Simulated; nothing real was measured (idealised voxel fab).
process module | voxel local oxidation
cross-section cut | 175 nm wide | cells 5 nm
A cross-section is a grid of square cells, given in bands from the top down. A band is one or more rows of cells.
Each band's line starts with the height of the band's top and of its bottom, in nm. Then come its materials from left to right, each with its width in nm. One material with "throughout" fills the band from edge to edge. "air" is empty space.
Height 0 is the level under which the wafer as received is all one material. The lowest band goes on downwards, as in "0 down".
A width such as "30 to 40" changes by the same amount from each row of cells to the next, from the band's top row to its bottom row.
"no change" after a step means that no cell of the cross-section changed.
closed voids: empty space of 8 cells or more with no open way to the top, each as width x height at its distance from the left edge, in nm
after a step's settings: what the simulator itself notes on the step
overlay nm, on a step with a mask: how far to the right of its planned place the mask lay; to the left if negative
plan
1 op RECEIVE | material Si
2 op OXIDIZE | depth nm 5
3 op CONFORMAL_DEP | material SiN | thk nm 15
4 op PATTERN | tone cover | mask id ACTIVE | material resist | width nm 105 | thk nm 15 | overlay nm 0
5 op DIRECTIONAL_ETCH | etch materials SiN | depth nm 15
6 op STRIP | etch materials resist
7 op SELECTIVE_ETCH | etch materials SiO2 | depth nm 5
8 op OXIDIZE | depth nm 10
9 op STRIP | etch materials SiN
as received, after step 1
  0 down: Si throughout
  closed voids: none
first wafer at the end, as planned
  0 to -5: air 40 | SiO2 95 | air 40
  -5 to -15: SiO2 50 | Si 75 | SiO2 50
  -15 down: Si throughout
  closed voids: none
second wafer at the end: like start, like plan, one mistake
  0 to -5: air 50 | SiO2 95 | air 30
  -5 to -15: SiO2 60 | Si 75 | SiO2 40
  -15 down: Si throughout
  closed voids: none
what went wrong: step 4 ran as: op PATTERN | tone cover | mask id ACTIVE | material resist | width nm 105 | thk nm 15 | overlay nm 10
at the end the second wafer has, in cells: as many of each material as the first, in other places
